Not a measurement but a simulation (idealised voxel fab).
process module | voxel gate over fins
cross-section cut | 250 nm wide | cells 5 nm
A cross-section is a grid of square cells, given in bands from the top down. A band is one or more rows of cells.
Each band's line starts with the height of the band's top and of its bottom, in nm. Then come its materials from left to right, each with its width in nm. One material with "throughout" fills the band from edge to edge. "air" is empty space.
Height 0 is the level under which the wafer as received is all one material. The lowest band goes on downwards, as in "0 down".
A width such as "30 to 40" changes by the same amount from each row of cells to the next, from the band's top row to its bottom row.
"no change" after a step means that no cell of the cross-section changed.
closed voids: empty space of 8 cells or more with no open way to the top, each as width x height at its distance from the left edge, in nm
after a step's settings: what the simulator itself notes on the step
overlay nm, on a step with a mask: how far to the right of its planned place the mask lay; to the left if negative
plan
1 op RECEIVE | material Si
2 op CONFORMAL_DEP | material SiN | thk nm 5
3 op PATTERN | tone cover | mask id FINS | material resist | width nm 15 | pitch nm 50 | thk nm 20 | overlay nm -15
4 op DIRECTIONAL_ETCH | etch materials SiN | depth nm 5
5 op DIRECTIONAL_ETCH | etch materials Si | depth nm 35
6 op STRIP | etch materials resist
7 op OXIDIZE | depth nm 5
8 op FILL_DEP | material SiO2 | thk nm 15
9 op CMP | height nm 5
10 op PATTERN | tone open | mask id RAIL | material resist | width nm 15 | thk nm 20 | overlay nm 0
11 op DIRECTIONAL_ETCH | etch materials SiO2 | depth nm 35
12 op STRIP | etch materials resist
13 op CONFORMAL_DEP | material TiN | thk nm 5
14 op FILL_DEP | material W | thk nm 5
15 op CMP | height nm 5
16 op SELECTIVE_ETCH | etch materials W Ru TiN | depth nm 25
17 op FILL_DEP | material SiO2 | thk nm 5
18 op CMP | height nm 5
19 op SELECTIVE_ETCH | etch materials SiO2 | depth nm 20
20 op STRIP | etch materials SiN
21 op CONFORMAL_DEP | material HfO2 | thk nm 5
22 op CONFORMAL_DEP | material TiN | thk nm 5
23 op FILL_DEP | material W | thk nm 10
24 op CMP | height nm 15
25 op CONFORMAL_DEP | material SiN | thk nm 5
varied across the wafers: overlay nm of step 3. The plan shows the first wafer's value. All wafers start alike
first wafer as received, after step 1
  0 down: Si throughout
  closed voids: none
first wafer at the end, after step 25
  20 to 15: SiN throughout
  15 to 10: W throughout
  10 to 5: W 45 | TiN 25 | W 25 | TiN 25 | W 25 | TiN 25 | W 80
  5 to 0: W 45 | TiN 5 | HfO2 15 | TiN 5 | W 25 | TiN 5 | HfO2 15 | TiN 5 | W 25 | TiN 5 | HfO2 15 | TiN 5 | W 80
  0 to -5: W 45 | TiN 5 | HfO2 5 | Si 5 | HfO2 5 | TiN 5 | W 25 | TiN 5 | HfO2 5 | Si 5 | HfO2 5 | TiN 5 | W 25 | TiN 5 | HfO2 5 | Si 5 | HfO2 5 | TiN 5 | W 80
  -5 to -10: TiN 50 | HfO2 5 | Si 5 | HfO2 5 | TiN 35 | HfO2 5 | Si 5 | HfO2 5 | TiN 35 | HfO2 5 | Si 5 | HfO2 5 | TiN 85
  -10 to -15: HfO2 55 | Si 5 | HfO2 45 | Si 5 | HfO2 45 | Si 5 | HfO2 90
  -15 to -20: SiO2 55 | Si 5 | SiO2 45 | Si 5 | SiO2 45 | Si 5 | SiO2 90
  -20 to -30: SiO2 55 | Si 5 | SiO2 30 | TiN 10 | SiO2 5 | Si 5 | SiO2 45 | Si 5 | SiO2 90
  -30 to -40: SiO2 55 | Si 5 | SiO2 45 | Si 5 | SiO2 45 | Si 5 | SiO2 90
  -40 down: Si throughout
  closed voids: none
last wafer at the end
  20 to 15: SiN throughout
  15 to 10: W throughout
  10 to 5: W 75 | TiN 25 | W 25 | TiN 25 | W 25 | TiN 25 | W 50
  5 to 0: W 75 | TiN 5 | HfO2 15 | TiN 5 | W 25 | TiN 5 | HfO2 15 | TiN 5 | W 25 | TiN 5 | HfO2 15 | TiN 5 | W 50
  0 to -5: W 75 | TiN 5 | HfO2 5 | Si 5 | HfO2 5 | TiN 5 | W 25 | TiN 5 | HfO2 5 | Si 5 | HfO2 5 | TiN 5 | W 25 | TiN 5 | HfO2 5 | Si 5 | HfO2 5 | TiN 5 | W 50
  -5 to -10: TiN 80 | HfO2 5 | Si 5 | HfO2 5 | TiN 35 | HfO2 5 | Si 5 | HfO2 5 | TiN 35 | HfO2 5 | Si 5 | HfO2 5 | TiN 55
  -10 to -15: HfO2 85 | Si 5 | HfO2 45 | Si 5 | HfO2 45 | Si 5 | HfO2 60
  -15 to -20: SiO2 85 | Si 5 | SiO2 45 | Si 5 | SiO2 45 | Si 5 | SiO2 60
  -20 to -30: SiO2 85 | Si 5 | SiO2 5 | TiN 10 | SiO2 30 | Si 5 | SiO2 45 | Si 5 | SiO2 60
  -30 to -40: SiO2 85 | Si 5 | SiO2 45 | Si 5 | SiO2 45 | Si 5 | SiO2 60
  -40 down: Si throughout
  closed voids: none
each wafer at the end: cells of each material gained (+) or lost (-) since it was received, then its closed voids
overlay nm -15 | +68 HfO2 | -376 Si | +50 SiN | +231 SiO2 | +72 TiN | +155 W | closed voids: none
overlay nm -10 | +68 HfO2 | -376 Si | +50 SiN | +229 SiO2 | +73 TiN | +156 W | closed voids: none
overlay nm -5 | +68 HfO2 | -376 Si | +50 SiN | +229 SiO2 | +73 TiN | +156 W | closed voids: none
overlay nm 0 | +68 HfO2 | -376 Si | +50 SiN | +229 SiO2 | +73 TiN | +156 W | closed voids: none
overlay nm 5 | +68 HfO2 | -376 Si | +50 SiN | +229 SiO2 | +73 TiN | +156 W | closed voids: none
overlay nm 10 | +68 HfO2 | -376 Si | +50 SiN | +229 SiO2 | +73 TiN | +156 W | closed voids: none
overlay nm 15 | +68 HfO2 | -376 Si | +50 SiN | +231 SiO2 | +72 TiN | +155 W | closed voids: none
